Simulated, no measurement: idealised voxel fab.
Process module, titled voxel gate over fins
Section shown: cut. Width: 230 nm. Cell size: 5 nm, square.
This document writes a cross-section as a grid whose cells are square, and gives it as bands, listed from the top down; one or more rows of cells form a band. Basically the band line says how high the top is and how high the bottom is, in nm, and then what's in it from left to right, every material with its width in nm. Empty space shows up as "blank", and if a single material carries "throughout" it runs the full band edge to edge. All heights in this document are referenced to 0, defined as the level beneath which the wafer, as received, consists entirely of one material. The lowest band is not bounded below; it extends indefinitely downward and is written in the form "0 and below". Think of "30->40" as a width that walks from the first number to the second as you go down the band, top row to bottom row, taking equal-sized steps from row to row. Step marked "remained the same"? Then no cell in the cross-section changed in it. If an empty space has no open way to the top and is at least 8 cells in size, "Sealed void inventory" lists it, written width x height at distance, where distance is measured from the left edge and every value is in nm. Read whatever lies past the settings on a step's line as the simulator's own remark about the step. "overlay nm" answers the question of how far to the right of plan the mask lay on a step that has a mask, and when it is negative the answer is to the left.

# So here's the lineup of process steps we planned
1: RECEIVE with material Si
2: CONFORMAL_DEP with material SiN, thk nm 5
3: PATTERN with tone cover, mask id FINS, material resist, width nm 15, pitch nm 50, thk nm 20, overlay nm 0
4: DIRECTIONAL_ETCH with etch materials SiN, depth nm 5
5: DIRECTIONAL_ETCH with etch materials Si, depth nm 40
6: STRIP with etch materials resist
7: FILL_DEP with material SiO2, thk nm 15
8: CMP with height nm 5
9: PATTERN with tone open, mask id RAIL, material resist, width nm 15, thk nm 20, overlay nm 0
10: DIRECTIONAL_ETCH with etch materials SiO2, depth nm 40
11: STRIP with etch materials resist
12: CONFORMAL_DEP with material TiN, thk nm 5
13: FILL_DEP with material Ru, thk nm 5
14: CMP with height nm 5
15: SELECTIVE_ETCH with etch materials W Ru TiN, depth nm 25
16: FILL_DEP with material SiO2, thk nm 5
17: CMP with height nm 5
18: SELECTIVE_ETCH with etch materials SiO2, depth nm 15
19: STRIP with etch materials SiN
20: CONFORMAL_DEP with material HfO2, thk nm 5
21: CONFORMAL_DEP with material TiN, thk nm 5
22: FILL_DEP with material W, thk nm 10
23: CMP with height nm 15
24: CONFORMAL_DEP with material SiCN, thk nm 10

# as received, after step 1
	0 and below | Si throughout
	Sealed void inventory: none

# As-planned run: cross-section of the first of two wafers at end of module
	25 down to 15 | SiCN throughout
	15 down to 10 | W throughout
	10 down to 5 | W 45 nm; TiN 35 nm; W 15 nm; TiN 35 nm; W 15 nm; TiN 35 nm; W 50 nm
	5 down to 0 | W 45 nm; TiN 5 nm; HfO2 25 nm; TiN 5 nm; W 15 nm; TiN 5 nm; HfO2 25 nm; TiN 5 nm; W 15 nm; TiN 5 nm; HfO2 25 nm; TiN 5 nm; W 50 nm
	0 down to -5 | TiN 50 nm; HfO2 5 nm; Si 15 nm; HfO2 5 nm; TiN 25 nm; HfO2 5 nm; Si 15 nm; HfO2 5 nm; TiN 25 nm; HfO2 5 nm; Si 15 nm; HfO2 5 nm; TiN 55 nm
	-5 down to -10 | HfO2 55 nm; Si 15 nm; HfO2 35 nm; Si 15 nm; HfO2 35 nm; Si 15 nm; HfO2 60 nm
	-10 down to -20 | SiO2 55 nm; Si 15 nm; SiO2 35 nm; Si 15 nm; SiO2 35 nm; Si 15 nm; SiO2 60 nm
	-20 down to -30 | SiO2 55 nm; Si 15 nm; SiO2 10 nm; TiN 5 nm; Ru 5 nm; TiN 5 nm; SiO2 10 nm; Si 15 nm; SiO2 35 nm; Si 15 nm; SiO2 60 nm
	-30 down to -35 | SiO2 55 nm; Si 15 nm; SiO2 10 nm; TiN 15 nm; SiO2 10 nm; Si 15 nm; SiO2 35 nm; Si 15 nm; SiO2 60 nm
	-35 down to -40 | SiO2 55 nm; Si 15 nm; SiO2 35 nm; Si 15 nm; SiO2 35 nm; Si 15 nm; SiO2 60 nm
	-40 and below | Si throughout
	Sealed void inventory: none

# Wafer two (of two), end-of-module cross-section: start = wafer one, plan = wafer one, one run mistake
	25 down to 15 | SiCN throughout
	15 down to 10 | W throughout
	10 down to 5 | W 45 nm; TiN 35 nm; W 15 nm; TiN 35 nm; W 15 nm; TiN 35 nm; W 50 nm
	5 down to 0 | W 45 nm; TiN 5 nm; SiCN 25 nm; TiN 5 nm; W 15 nm; TiN 5 nm; SiCN 25 nm; TiN 5 nm; W 15 nm; TiN 5 nm; SiCN 25 nm; TiN 5 nm; W 50 nm
	0 down to -5 | TiN 50 nm; SiCN 5 nm; Si 15 nm; SiCN 5 nm; TiN 25 nm; SiCN 5 nm; Si 15 nm; SiCN 5 nm; TiN 25 nm; SiCN 5 nm; Si 15 nm; SiCN 5 nm; TiN 55 nm
	-5 down to -10 | SiCN 55 nm; Si 15 nm; SiCN 35 nm; Si 15 nm; SiCN 35 nm; Si 15 nm; SiCN 60 nm
	-10 down to -20 | SiO2 55 nm; Si 15 nm; SiO2 35 nm; Si 15 nm; SiO2 35 nm; Si 15 nm; SiO2 60 nm
	-20 down to -30 | SiO2 55 nm; Si 15 nm; SiO2 10 nm; TiN 5 nm; Ru 5 nm; TiN 5 nm; SiO2 10 nm; Si 15 nm; SiO2 35 nm; Si 15 nm; SiO2 60 nm
	-30 down to -35 | SiO2 55 nm; Si 15 nm; SiO2 10 nm; TiN 15 nm; SiO2 10 nm; Si 15 nm; SiO2 35 nm; Si 15 nm; SiO2 60 nm
	-35 down to -40 | SiO2 55 nm; Si 15 nm; SiO2 35 nm; Si 15 nm; SiO2 35 nm; Si 15 nm; SiO2 60 nm
	-40 and below | Si throughout
	Sealed void inventory: none
Where did the run depart from the plan? off-plan run, step 20, actual operation and settings CONFORMAL_DEP with material SiCN, thk nm 5
Cell-count delta at end, second wafer over first, by material: 58 fewer of HfO2, 58 more of SiCN
